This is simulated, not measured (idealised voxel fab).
A process module follows: voxel released beams.
Xsec cut, 215 nm wide, square cell size 5 nm.
Square cells in a grid make up a cross-section in this document, and the grid is given as bands, listed from the top down, each one or more rows of cells.
The entry gives the band's vertical extent as a top height and a bottom height in nm, then its horizontal make-up as materials from left to right, each with a width in nm. "empty" stands for empty space; a single material marked "edge to edge" fills the band edge to edge.
We count height from 0. Below that, the starting wafer is all one material. The lowest band never ends at the bottom but goes on down; see "0 -> down" for how that is written.
When a width is written as two numbers, as in "30 to 40", the first number is the width in the top row of cells of the band and the second is the width in its bottom row, and the width changes by the same amount from each row to the next.
Where a step carries "remains unaltered", the cross-section came out of it unchanged, cell for cell.
Under "Sealed void list" you'll find the enclosed gaps, the ones with no way out to the top, that are 8 cells or bigger; each reads width x height at distance, with distance counted from the left edge, everything in nm.
That trailing text on a step's line, after the settings, is the simulator's own remark on the step.
overlay nm: mask offset rightward from planned place, masked step; negative means leftward offset.
The following list gives the planned process steps
1: RECEIVE, material Si
2: CONFORMAL_DEP, material SiN, thk nm 10
3: DIRECTIONAL_DEP, material SiO2, thk nm 10
4: DIRECTIONAL_DEP, material aC, thk nm 10
5: PATTERN, tone open, mask id ANCHOR, material resist, width nm 35, thk nm 25, overlay nm 0
6: DIRECTIONAL_ETCH, etch materials aC, depth nm 10
7: STRIP, etch materials resist
8: DIRECTIONAL_ETCH, etch materials SiO2, depth nm 10
9: STRIP, etch materials aC
10: CONFORMAL_DEP, material polySi, thk nm 15
11: DIRECTIONAL_DEP, material aC, thk nm 10
12: PATTERN, tone cover, mask id BEAM, material resist, width nm 105, thk nm 30, overlay nm 0
13: DIRECTIONAL_ETCH, etch materials aC, depth nm 10
14: STRIP, etch materials resist
15: DIRECTIONAL_ETCH, etch materials polySi, depth nm 15
16: STRIP, etch materials aC
17: STRIP, etch materials SiO2
Shown in cross-section is the wafer as received, that is, as it stands after step 1
> 0 -> down  Si edge to edge
> Sealed void list: none
Looking at the first of two wafers in cross-section at end of module - ran to plan
> 35 -> 25  empty 50 / polySi 20 / empty 5 / polySi 80 / empty 60
> 25 -> 20  empty 50 / polySi 105 / empty 60
> 20 -> 10  empty 55 / polySi 35 / empty 125
> 10 -> 0  SiN edge to edge
> 0 -> down  Si edge to edge
> Sealed void list: none
This is the second of the two wafers, cross-sectioned at the end of the module; it started exactly like the first and was given the same plan, but it was run with one mistake
> 35 -> 25  empty 50 / polySi 30 / empty 5 / polySi 70 / empty 60
> 25 -> 20  empty 50 / polySi 105 / empty 60
> 20 -> 10  empty 65 / polySi 35 / empty 115
> 10 -> 0  SiN edge to edge
> 0 -> down  Si edge to edge
> Sealed void list: none
Diagnosis: step 5 was processed under conditions differing from the plan, specifically as PATTERN, tone open, mask id ANCHOR, material resist, width nm 35, thk nm 25, overlay nm 10
Tallied in cells, the final second wafer holds each material in the same quantity as the first, although not at the same places.
